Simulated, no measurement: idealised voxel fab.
process module | voxel transistor to metal
cross-section cut | 215 nm wide | cells 5 nm
A cross-section is a grid of square cells, given in bands from the top down. A band is one or more rows of cells.
Each band's line starts with the height of the band's top and of its bottom, in nm. Then come its materials from left to right, each with its width in nm. One material with "throughout" fills the band from edge to edge. "air" is empty space.
Height 0 is the level under which the wafer as received is all one material. The lowest band goes on downwards, as in "0 down".
A width such as "30 to 40" changes by the same amount from each row of cells to the next, from the band's top row to its bottom row.
"no change" after a step means that no cell of the cross-section changed.
closed voids: empty space of 8 cells or more with no open way to the top, each as width x height at its distance from the left edge, in nm
after a step's settings: what the simulator itself notes on the step
overlay nm, on a step with a mask: how far to the right of its planned place the mask lay; to the left if negative
plan
1 op RECEIVE | material Si
2 op CONFORMAL_DEP | material SiO2 | thk nm 5
3 op CONFORMAL_DEP | material SiN | thk nm 15
4 op MASKED_ETCH | tone cover | mask id ACTIVE | width nm 110 | etch materials SiN | depth nm 15 | overlay nm 0
5 op MASKED_ETCH | tone cover | mask id ACTIVE | width nm 110 | etch materials SiO2 | depth nm 5 | overlay nm 0
6 op MASKED_ETCH | tone cover | mask id ACTIVE | width nm 110 | etch materials Si | depth nm 25 | overlay nm 0
7 op OXIDIZE | depth nm 5
8 op FILL_DEP | material SiO2 | thk nm 15
9 op CMP | height nm 20
10 op SELECTIVE_ETCH | etch materials SiO2 | depth nm 15
11 op STRIP | etch materials SiN
12 op SELECTIVE_ETCH | etch materials SiO2 | depth nm 5
13 op OXIDIZE | depth nm 5
14 op DIRECTIONAL_DEP | material polySi | thk nm 30
15 op DIRECTIONAL_DEP | material SiCN | thk nm 15
16 op DIRECTIONAL_DEP | material aC | thk nm 15
17 op PATTERN | tone cover | mask id GATE | material resist | width nm 30 | thk nm 30 | overlay nm 0
18 op DIRECTIONAL_ETCH | etch materials aC | depth nm 15
19 op STRIP | etch materials resist
20 op DIRECTIONAL_ETCH | etch materials SiCN | depth nm 25
21 op DIRECTIONAL_ETCH | etch materials polySi | depth nm 40
22 op STRIP | etch materials aC
23 op CONFORMAL_DEP | material SiO2 | thk nm 5
24 op DIRECTIONAL_ETCH | etch materials SiO2 | depth nm 5
25 op CONFORMAL_DEP | material SiN | thk nm 5
26 op DIRECTIONAL_ETCH | etch materials SiN | depth nm 5
27 op DIRECTIONAL_ETCH | etch materials SiO2 | depth nm 5
28 op DIRECTIONAL_ETCH | etch materials Si | depth nm 5
29 op EPI | material pSi | thk nm 5
30 op FILL_DEP | material SiO2 | thk nm 5
31 op CMP | height nm 30
32 op STRIP | etch materials polySi
33 op SELECTIVE_ETCH | etch materials SiO2 | depth nm 5
34 op CONFORMAL_DEP | material HfO2 | thk nm 5
35 op CONFORMAL_DEP | material TiN | thk nm 5
36 op FILL_DEP | material W | thk nm 5
37 op CMP | height nm 25
38 op DIRECTIONAL_DEP | material SiO2 | thk nm 15
39 op DIRECTIONAL_DEP | material aC | thk nm 15
40 op PATTERN | tone open | mask id CONTACT | material resist | width nm 20 | pitch nm 80 | thk nm 30 | overlay nm 0
41 op DIRECTIONAL_ETCH | etch materials aC | depth nm 15
42 op STRIP | etch materials resist
43 op DIRECTIONAL_ETCH | etch materials SiO2 | depth nm 45
44 op STRIP | etch materials aC
45 op CONFORMAL_DEP | material TiN | thk nm 5
46 op FILL_DEP | material W | thk nm 10
47 op CMP | height nm 40
48 op DIRECTIONAL_DEP | material TiN | thk nm 5
49 op DIRECTIONAL_DEP | material Ru | thk nm 20
50 op DIRECTIONAL_DEP | material aC | thk nm 10
51 op PATTERN | tone cover | mask id METAL_1 | material resist | width nm 20 | pitch nm 80 | thk nm 25 | overlay nm 0
52 op DIRECTIONAL_ETCH | etch materials aC | depth nm 10
53 op STRIP | etch materials resist
54 op DIRECTIONAL_ETCH | etch materials Ru | depth nm 20
55 op DIRECTIONAL_ETCH | etch materials TiN | depth nm 5
56 op STRIP | etch materials aC
57 op CONFORMAL_DEP | material SiCN | thk nm 5
58 op FILL_DEP | material SiO2 | thk nm 10
59 op CMP | height nm 65
60 op CONFORMAL_DEP | material SiCN | thk nm 5
as received, after step 1
  0 down: Si throughout
  closed voids: none
first wafer at the end, as planned
  70 to 65: SiCN throughout
  65 to 45: SiO2 50 | SiCN 5 | Ru 20 | SiCN 5 | SiO2 50 | SiCN 5 | Ru 20 | SiCN 5 | SiO2 55
  45 to 40: SiCN 55 | TiN 20 | SiCN 60 | TiN 20 | SiCN 60
  40 to 25: SiO2 55 | TiN 5 | W 10 | TiN 5 | SiO2 60 | TiN 5 | W 10 | TiN 5 | SiO2 60
  25 to 5: SiO2 55 | TiN 5 | W 10 | TiN 5 | SiO2 5 | SiN 5 | HfO2 5 | TiN 5 | W 20 | TiN 5 | HfO2 5 | SiN 5 | SiO2 5 | TiN 5 | W 10 | TiN 5 | SiO2 60
  5 to 0: SiO2 55 | TiN 5 | W 10 | TiN 5 | SiO2 5 | SiN 5 | HfO2 5 | TiN 30 | HfO2 5 | SiN 5 | SiO2 5 | TiN 5 | W 10 | TiN 5 | SiO2 60
  0 to -5: SiO2 55 | TiN 20 | pSi 5 | SiO2 5 | HfO2 40 | SiO2 5 | pSi 5 | TiN 20 | SiO2 60
  -5 to -10: SiO2 55 | pSi 25 | Si 50 | pSi 25 | SiO2 60
  -10 to -30: SiO2 55 | Si 100 | SiO2 60
  -30 down: Si throughout
  closed voids: none
second wafer at the end: like start, like plan, one mistake
  70 to 65: SiCN throughout
  65 to 45: SiO2 50 | SiCN 5 | Ru 20 | SiCN 5 | SiO2 50 | SiCN 5 | Ru 20 | SiCN 5 | SiO2 55
  45 to 40: SiCN 55 | TiN 20 | SiCN 60 | TiN 20 | SiCN 60
  40 to 25: SiO2 55 | TiN 5 | W 10 | TiN 5 | SiO2 60 | TiN 5 | W 10 | TiN 5 | SiO2 60
  25 to 5: SiO2 55 | TiN 5 | W 10 | TiN 5 | SiO2 5 | SiN 5 | TiN 5 | HfO2 5 | W 20 | HfO2 5 | TiN 5 | SiN 5 | SiO2 5 | TiN 5 | W 10 | TiN 5 | SiO2 60
  5 to 0: SiO2 55 | TiN 5 | W 10 | TiN 5 | SiO2 5 | SiN 5 | TiN 5 | HfO2 30 | TiN 5 | SiN 5 | SiO2 5 | TiN 5 | W 10 | TiN 5 | SiO2 60
  0 to -5: SiO2 55 | TiN 20 | pSi 5 | SiO2 5 | TiN 40 | SiO2 5 | pSi 5 | TiN 20 | SiO2 60
  -5 to -10: SiO2 55 | pSi 25 | Si 50 | pSi 25 | SiO2 60
  -10 to -30: SiO2 55 | Si 100 | SiO2 60
  -30 down: Si throughout
  closed voids: none
what went wrong: steps 34 and 35 were swapped
at the end the second wafer has, in cells: 4 fewer of HfO2 | 4 more of TiN
